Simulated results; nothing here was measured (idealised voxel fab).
A process module follows: voxel wiring stack.
Cross-section cut spans 260 nm and uses square cells 5 nm in size.
For the purposes of this document, a cross-section shall be understood as a grid of square cells, specified as bands listed in top-to-bottom order, each band consisting of one or more rows of cells. Band: top height; bottom height; in nm. Then, left to right: material with width in nm, for each material. "full width": a single material spanning edge to edge. "blank": empty space. Heights from 0 (as-received wafer is one material below). Bottom band endless downward, as "from 0 down". Per-row width for "30->40": begins at first number (top row of band), ends at second number (bottom row), increment between rows held constant. The designation "nothing altered", where it is given for a processing step, indicates that no cell of the cross-section was altered in the course of that step. The list in "Trapped void list" covers empty spaces of 8 cells or more that cannot reach the top through any open way, and it gives each as width x height at distance; the distance is from the left edge, and width, height and distance are in nm. Note: text after step settings on the step line = simulator remark on that step. overlay nm: mask offset rightward from planned place, masked step; negative means leftward offset.

Listed below are the process steps as planned:
- 1: RECEIVE, material Si
- 2: CONFORMAL_DEP, material SiO2, thk nm 10
- 3: CONFORMAL_DEP, material SiCN, thk nm 5
- 4: DIRECTIONAL_DEP, material SiO2, thk nm 25
- 5: MASKED_ETCH, tone open, mask id METAL_1, width nm 30, pitch nm 55, etch materials SiO2, depth nm 25, overlay nm 0
- 6: MASKED_ETCH, tone open, mask id METAL_1, width nm 30, pitch nm 55, etch materials SiCN, depth nm 5, overlay nm 0
- 7: CONFORMAL_DEP, material TiN, thk nm 5
- 8: FILL_DEP, material Cu, thk nm 5
- 9: CMP, height nm 30
- 10: CONFORMAL_DEP, material SiCN, thk nm 5
- 11: DIRECTIONAL_DEP, material SiO2, thk nm 35
- 12: PATTERN, tone open, mask id METAL_2_HOLES, material resist, width nm 15, pitch nm 55, thk nm 15, overlay nm 0
- 13: DIRECTIONAL_ETCH, etch materials SiO2, depth nm 35
- 14: STRIP, etch materials resist
- 15: PATTERN, tone open, mask id METAL_2, material resist, width nm 30, pitch nm 55, thk nm 20, overlay nm 0
- 16: DIRECTIONAL_ETCH, etch materials SiO2, depth nm 20
- 17: DIRECTIONAL_ETCH, etch materials SiCN, depth nm 5
- 18: STRIP, etch materials resist
- 19: CONFORMAL_DEP, material TiN, thk nm 5
- 20: FILL_DEP, material Ru, thk nm 5
- 21: CMP, height nm 80
- 22: CONFORMAL_DEP, material SiCN, thk nm 5
- 23: DIRECTIONAL_DEP, material SiO2, thk nm 25
- 24: PATTERN, tone open, mask id METAL_3, material resist, width nm 30, pitch nm 55, thk nm 15, overlay nm 0
- 25: DIRECTIONAL_ETCH, etch materials SiO2, depth nm 15
- 26: STRIP, etch materials resist
- 27: PATTERN, tone open, mask id METAL_3_HOLES, material resist, width nm 15, pitch nm 55, thk nm 20, overlay nm 0
- 28: DIRECTIONAL_ETCH, etch materials SiO2, depth nm 10
- 29: DIRECTIONAL_ETCH, etch materials SiCN, depth nm 5
- 30: STRIP, etch materials resist
- 31: CONFORMAL_DEP, material TiN, thk nm 5
- 32: FILL_DEP, material Ru, thk nm 5
- 33: CMP, height nm 110
- 34: CONFORMAL_DEP, material SiCN, thk nm 5
Heads up: all these wafers start the same, and what changes between them is the height nm in step 9. The value you see in the plan is just what the first wafer got.

This is how the first of several wafers looked in cross-section when it arrived, which is after step 1:
  from 0 down  Si full width
  Trapped void list: none

Once step 34, the last step, is complete, the module is at its end; this is the cross-section of the first of several wafers:
  from 115 to 110  SiCN full width
  from 110 to 100  30 SiO2, 5 TiN, 20 Ru, 5 TiN, 25 SiO2, 5 TiN, 20 Ru, 5 TiN, 25 SiO2, 5 TiN, 20 Ru, 5 TiN, 25 SiO2, 5 TiN, 20 Ru, 5 TiN, 35 SiO2
  from 100 to 95  30 SiO2, 5 TiN, 5 Ru, 20 TiN, 25 SiO2, 5 TiN, 5 Ru, 20 TiN, 25 SiO2, 5 TiN, 5 Ru, 20 TiN, 25 SiO2, 5 TiN, 5 Ru, 20 TiN, 35 SiO2
  from 95 to 85  30 SiO2, 5 TiN, 5 Ru, 5 TiN, 40 SiO2, 5 TiN, 5 Ru, 5 TiN, 40 SiO2, 5 TiN, 5 Ru, 5 TiN, 40 SiO2, 5 TiN, 5 Ru, 5 TiN, 50 SiO2
  from 85 to 80  30 SiCN, 15 TiN, 40 SiCN, 15 TiN, 40 SiCN, 15 TiN, 40 SiCN, 15 TiN, 50 SiCN
  from 80 to 75  Ru full width
  from 75 to 70  35 TiN, 20 Ru, 35 TiN, 20 Ru, 35 TiN, 20 Ru, 35 TiN, 20 Ru, 40 TiN
  from 70 to 55  30 SiO2, 5 TiN, 20 Ru, 5 TiN, 25 SiO2, 5 TiN, 20 Ru, 5 TiN, 25 SiO2, 5 TiN, 20 Ru, 5 TiN, 25 SiO2, 5 TiN, 20 Ru, 5 TiN, 35 SiO2
  from 55 to 50  30 SiO2, 5 TiN, 5 Ru, 20 TiN, 25 SiO2, 5 TiN, 5 Ru, 20 TiN, 25 SiO2, 5 TiN, 5 Ru, 20 TiN, 25 SiO2, 5 TiN, 5 Ru, 20 TiN, 35 SiO2
  from 50 to 35  30 SiO2, 5 TiN, 5 Ru, 5 TiN, 40 SiO2, 5 TiN, 5 Ru, 5 TiN, 40 SiO2, 5 TiN, 5 Ru, 5 TiN, 40 SiO2, 5 TiN, 5 Ru, 5 TiN, 50 SiO2
  from 35 to 30  30 SiCN, 15 TiN, 40 SiCN, 15 TiN, 40 SiCN, 15 TiN, 40 SiCN, 15 TiN, 50 SiCN
  from 30 to 15  30 SiO2, 5 TiN, 20 Cu, 5 TiN, 25 SiO2, 5 TiN, 20 Cu, 5 TiN, 25 SiO2, 5 TiN, 20 Cu, 5 TiN, 25 SiO2, 5 TiN, 20 Cu, 5 TiN, 35 SiO2
  from 15 to 10  30 SiCN, 30 TiN, 25 SiCN, 30 TiN, 25 SiCN, 30 TiN, 25 SiCN, 30 TiN, 35 SiCN
  from 10 to 0  SiO2 full width
  from 0 down  Si full width
  Trapped void list: none

X-section, last wafer, module end:
  from 115 to 110  SiCN full width
  from 110 to 100  30 SiO2, 5 TiN, 20 Ru, 5 TiN, 25 SiO2, 5 TiN, 20 Ru, 5 TiN, 25 SiO2, 5 TiN, 20 Ru, 5 TiN, 25 SiO2, 5 TiN, 20 Ru, 5 TiN, 35 SiO2
  from 100 to 95  30 SiO2, 5 TiN, 5 Ru, 20 TiN, 25 SiO2, 5 TiN, 5 Ru, 20 TiN, 25 SiO2, 5 TiN, 5 Ru, 20 TiN, 25 SiO2, 5 TiN, 5 Ru, 20 TiN, 35 SiO2
  from 95 to 85  30 SiO2, 5 TiN, 5 Ru, 5 TiN, 40 SiO2, 5 TiN, 5 Ru, 5 TiN, 40 SiO2, 5 TiN, 5 Ru, 5 TiN, 40 SiO2, 5 TiN, 5 Ru, 5 TiN, 50 SiO2
  from 85 to 80  30 SiCN, 15 TiN, 40 SiCN, 15 TiN, 40 SiCN, 15 TiN, 40 SiCN, 15 TiN, 50 SiCN
  from 80 to 70  30 SiO2, 5 TiN, 20->5 Ru, 5->20 TiN, 25 SiO2, 5 TiN, 20->5 Ru, 5->20 TiN, 25 SiO2, 5 TiN, 20->5 Ru, 5->20 TiN, 25 SiO2, 5 TiN, 20->5 Ru, 5->20 TiN, 35 SiO2
  from 70 to 55  30 SiO2, 5 TiN, 5 Ru, 5 TiN, 40 SiO2, 5 TiN, 5 Ru, 5 TiN, 40 SiO2, 5 TiN, 5 Ru, 5 TiN, 40 SiO2, 5 TiN, 5 Ru, 5 TiN, 50 SiO2
  from 55 to 50  30 SiCN, 15 TiN, 40 SiCN, 15 TiN, 40 SiCN, 15 TiN, 40 SiCN, 15 TiN, 50 SiCN
  from 50 to 45  Cu full width
  from 45 to 40  35 TiN, 20 Cu, 35 TiN, 20 Cu, 35 TiN, 20 Cu, 35 TiN, 20 Cu, 40 TiN
  from 40 to 15  30 SiO2, 5 TiN, 20 Cu, 5 TiN, 25 SiO2, 5 TiN, 20 Cu, 5 TiN, 25 SiO2, 5 TiN, 20 Cu, 5 TiN, 25 SiO2, 5 TiN, 20 Cu, 5 TiN, 35 SiO2
  from 15 to 10  30 SiCN, 30 TiN, 25 SiCN, 30 TiN, 25 SiCN, 30 TiN, 25 SiCN, 30 TiN, 35 SiCN
  from 10 to 0  SiO2 full width
  from 0 down  Si full width
  Trapped void list: none

Each row below is a wafer at the end of the module, listing for every material the number of cells it has gained (+) or lost (-) since it was received, followed by its closed voids:
height nm 30, +48 Cu, +176 Ru, +160 SiCN, +584 SiO2, +228 TiN, Trapped void list: none
height nm 35, +64 Cu, +124 Ru, +160 SiCN, +612 SiO2, +236 TiN, Trapped void list: none
height nm 40, +80 Cu, +108 Ru, +160 SiCN, +640 SiO2, +208 TiN, Trapped void list: none
height nm 45, +96 Cu, +92 Ru, +160 SiCN, +612 SiO2, +236 TiN, Trapped void list: none
height nm 50, +148 Cu, +76 Ru, +160 SiCN, +584 SiO2, +228 TiN, Trapped void list: none
